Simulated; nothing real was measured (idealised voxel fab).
Process module under the name voxel self aligned contacts
In the cross-section labelled cut, the width is 215 nm and each square cell is 5 nm.
A cross-section in this document is a grid of square cells, and it is written down as bands, the top band listed before the ones below it; a band is made up of one or more rows of cells. Heads up on the band format: heights come first, top then bottom, in nm. After that it's the materials left to right, each with its width in nm. A single material flagged "throughout" fills the whole band edge to edge, and "air" means there's empty space there. Zero point of the height axis is 0; under it, received wafer = one material. Lowest band: continues down indefinitely, "z 0 and below". Quick explanation for "30->40": the width changes in equal steps down the rows of cells, from the first number in the band's top row to the second number in its bottom row. Take "identical to before" at face value: in the step it is given for, the cross-section changed in none of its cells. Look at "closed voids" for the closed voids: empty spaces with no open path to the top, sized 8 cells or up. Each is width x height at distance, distance from the left edge, all nm. Read whatever lies past the settings on a step's line as the simulator's own remark about the step. If you see "overlay nm" on a step's line and that step has a mask, it's telling you how far right of where it was planned the mask ended up; a negative number means it went left instead.
Listed below are the process steps as planned:
| 1 | RECEIVE | material Si |
| 2 | OXIDIZE | depth nm 5 |
| 3 | DIRECTIONAL_DEP | material polySi | thk nm 25 |
| 4 | DIRECTIONAL_DEP | material SiN | thk nm 20 |
| 5 | DIRECTIONAL_DEP | material aC | thk nm 10 |
| 6 | PATTERN | tone cover | mask id GATE | material resist | width nm 25 | pitch nm 50 | thk nm 30 | overlay nm 0 |
| 7 | DIRECTIONAL_ETCH | etch materials aC | depth nm 10 |
| 8 | STRIP | etch materials resist |
| 9 | DIRECTIONAL_ETCH | etch materials SiN | depth nm 20 |
| 10 | DIRECTIONAL_ETCH | etch materials polySi | depth nm 25 |
| 11 | STRIP | etch materials aC |
| 12 | CONFORMAL_DEP | material SiN | thk nm 5 |
| 13 | DIRECTIONAL_ETCH | etch materials SiN | depth nm 5 |
| 14 | FILL_DEP | material SiO2 | thk nm 10 |
| 15 | CMP | height nm 50 |
| 16 | MASKED_ETCH | tone open | mask id CONTACT | width nm 35 | etch materials SiO2 | depth nm 55 | overlay nm 0 |
| 17 | CONFORMAL_DEP | material TiN | thk nm 5 |
| 18 | FILL_DEP | material Ru | thk nm 5 |
| 19 | CMP | height nm 50 |
| 20 | CONFORMAL_DEP | material SiN | thk nm 5 |
The cross-section here shows the wafer as received, i.e. in its state after step 1:
- z 0 and below  Si throughout
- closed voids: none
Cross-section taken at module completion on the first of two wafers; processed per the plan:
- z 55 to 50  SiN throughout
- z 50 to 45  SiO2 (90); TiN (15); Ru (5); TiN (15); SiO2 (90)
- z 45 to 25  SiO2 (65); SiN (35); TiN (5); Ru (5); TiN (5); SiN (35); SiO2 (65)
- z 25 to 0  SiO2 (65); SiN (5); polySi (25); SiN (5); TiN (5); Ru (5); TiN (5); SiN (5); polySi (25); SiN (5); SiO2 (65)
- z 0 to -5  SiO2 (100); TiN (15); SiO2 (100)
- z -5 and below  Si throughout
- closed voids: none
Now the second wafer, cross-sectioned at the end of the module. Nothing different at the start, nothing different in the plan compared with the first, just one mistake when it was actually run:
- z 55 to 50  SiN throughout
- z 50 to 45  SiO2 (65); polySi (35); TiN (5); Ru (5); TiN (5); polySi (35); SiO2 (65)
- z 45 to 25  SiO2 (65); polySi (5); SiN (25); polySi (5); TiN (5); Ru (5); TiN (5); polySi (5); SiN (25); polySi (5); SiO2 (65)
- z 25 to 10  SiO2 (65); polySi (35); TiN (5); Ru (5); TiN (5); polySi (35); SiO2 (65)
- z 10 to 5  SiO2 (65); polySi (35); TiN (15); polySi (35); SiO2 (65)
- z 5 to 0  polySi throughout
- z 0 to -5  SiO2 throughout
- z -5 and below  Si throughout
- closed voids: none
Run error: contrary to plan, step 12 was performed as CONFORMAL_DEP | material polySi | thk nm 5
Materials where the second wafer ends with more or fewer cells than the first: -2 Ru | -36 SiN | -33 SiO2 | -8 TiN | +79 polySi
